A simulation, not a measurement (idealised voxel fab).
This is a process module. Its name is voxel self aligned vias.
The cross-section on display is named cut; it measures 250 nm wide, and its cells are 5 nm squares.
Cross-section layout: square cells on a grid; listed as bands, top to bottom; a band spans one or more cell rows.
Band: top and bottom heights (nm) first, top before bottom; then materials from left to right, widths in nm. "everywhere" marks a sole material filling the band edge to edge. "air" denotes empty space.
It should be noted that heights are counted from 0, beneath which the wafer as supplied is of one material throughout, and that the lowest band possesses no lower boundary but continues downward, as written in "0 and below".
When a width is written as two numbers, as in "30->40", the first number is the width in the top row of cells of the band and the second is the width in its bottom row, and the width changes by the same amount from each row to the next.
When a step is marked "everything unchanged", none of the cells in the cross-section changed during that step.
If an empty space has no open way to the top and is at least 8 cells in size, "Sealed internal voids" lists it, written width x height at distance, where distance is measured from the left edge and every value is in nm.
That trailing text on a step's line, after the settings, is the simulator's own remark on the step.
The setting "overlay nm" may be written on the line of a step. When the step uses a mask, the value reports how far to the right of the planned place the mask lay, and a negative value reports that it lay to the left.
SO HERE'S THE LINEUP OF PROCESS STEPS WE PLANNED
1) RECEIVE with material Si
2) CONFORMAL_DEP with material SiO2, thk nm 15
3) CONFORMAL_DEP with material SiCN, thk nm 5
4) DIRECTIONAL_DEP with material lowk, thk nm 25
5) MASKED_ETCH with tone open, mask id LINES, width nm 25, pitch nm 60, etch materials lowk, depth nm 25, overlay nm 0
6) CONFORMAL_DEP with material TiN, thk nm 5
7) FILL_DEP with material Ru, thk nm 5
8) CMP with height nm 45
9) SELECTIVE_ETCH with etch materials W Ru TiN, depth nm 10
10) FILL_DEP with material SiN, thk nm 5
11) CMP with height nm 45
12) DIRECTIONAL_DEP with material lowk, thk nm 20
13) PATTERN with tone open, mask id VIAS, material resist, width nm 45, thk nm 20, overlay nm 0
14) DIRECTIONAL_ETCH with etch materials lowk, depth nm 20
15) DIRECTIONAL_ETCH with etch materials SiN, depth nm 10
16) STRIP with etch materials resist
17) CONFORMAL_DEP with material TiN, thk nm 5
18) FILL_DEP with material Ru, thk nm 5
19) CMP with height nm 65
20) CONFORMAL_DEP with material SiCN, thk nm 5
CROSS-SECTIONAL VIEW OF THE WAFER IN ITS AS-RECEIVED CONDITION, CORRESPONDING TO THE STATE AFTER STEP 1
    0 and below = Si everywhere
    Sealed internal voids: none
CROSS-SECTIONAL VIEW OF THE FIRST OF THE TWO WAFERS UPON COMPLETION OF THE MODULE, PROCESSED IN ACCORDANCE WITH THE PLAN
    70 down to 65 = SiCN everywhere
    65 down to 50 = 70 lowk, 5 TiN, 35 Ru, 5 TiN, 135 lowk
    50 down to 45 = 70 lowk, 15 TiN, 15 Ru, 15 TiN, 135 lowk
    45 down to 40 = 80 lowk, 5 TiN, 15 Ru, 5 TiN, 35 lowk, 25 SiN, 85 lowk
    40 down to 35 = 80 lowk, 25 TiN, 35 lowk, 25 SiN, 85 lowk
    35 down to 25 = 80 lowk, 5 TiN, 15 Ru, 5 TiN, 35 lowk, 5 TiN, 15 Ru, 5 TiN, 85 lowk
    25 down to 20 = 80 lowk, 25 TiN, 35 lowk, 25 TiN, 85 lowk
    20 down to 15 = SiCN everywhere
    15 down to 0 = SiO2 everywhere
    0 and below = Si everywhere
    Sealed internal voids: none
SECOND WAFER THROUGH THE MODULE, SECTIONED AT THE END: SAME BEGINNING AND SAME PLAN AS THE FIRST WAFER, WITH ONE MISTAKE IN CARRYING IT OUT
    70 down to 65 = SiCN everywhere
    65 down to 45 = 70 lowk, 5 TiN, 35 Ru, 5 TiN, 135 lowk
    45 down to 40 = 70 SiN, 15 TiN, 15 Ru, 15 TiN, 135 SiN
    40 down to 35 = 80 lowk, 25 TiN, 35 lowk, 25 SiN, 85 lowk
    35 down to 20 = 80 lowk, 5 TiN, 15 Ru, 5 TiN, 35 lowk, 5 TiN, 15 Ru, 5 TiN, 85 lowk
    20 down to 15 = 80 lowk, 25 TiN, 35 lowk, 25 TiN, 85 lowk
    15 down to 0 = SiO2 everywhere
    0 and below = Si everywhere
    Sealed internal voids: none
What was done differently from what was planned? plan step 3 never ran because it was skipped
The final cell counts differ between the wafers, with the second having more or fewer of some materials than the first: Ru +10 | SiCN -50 | SiN +36 | TiN +4
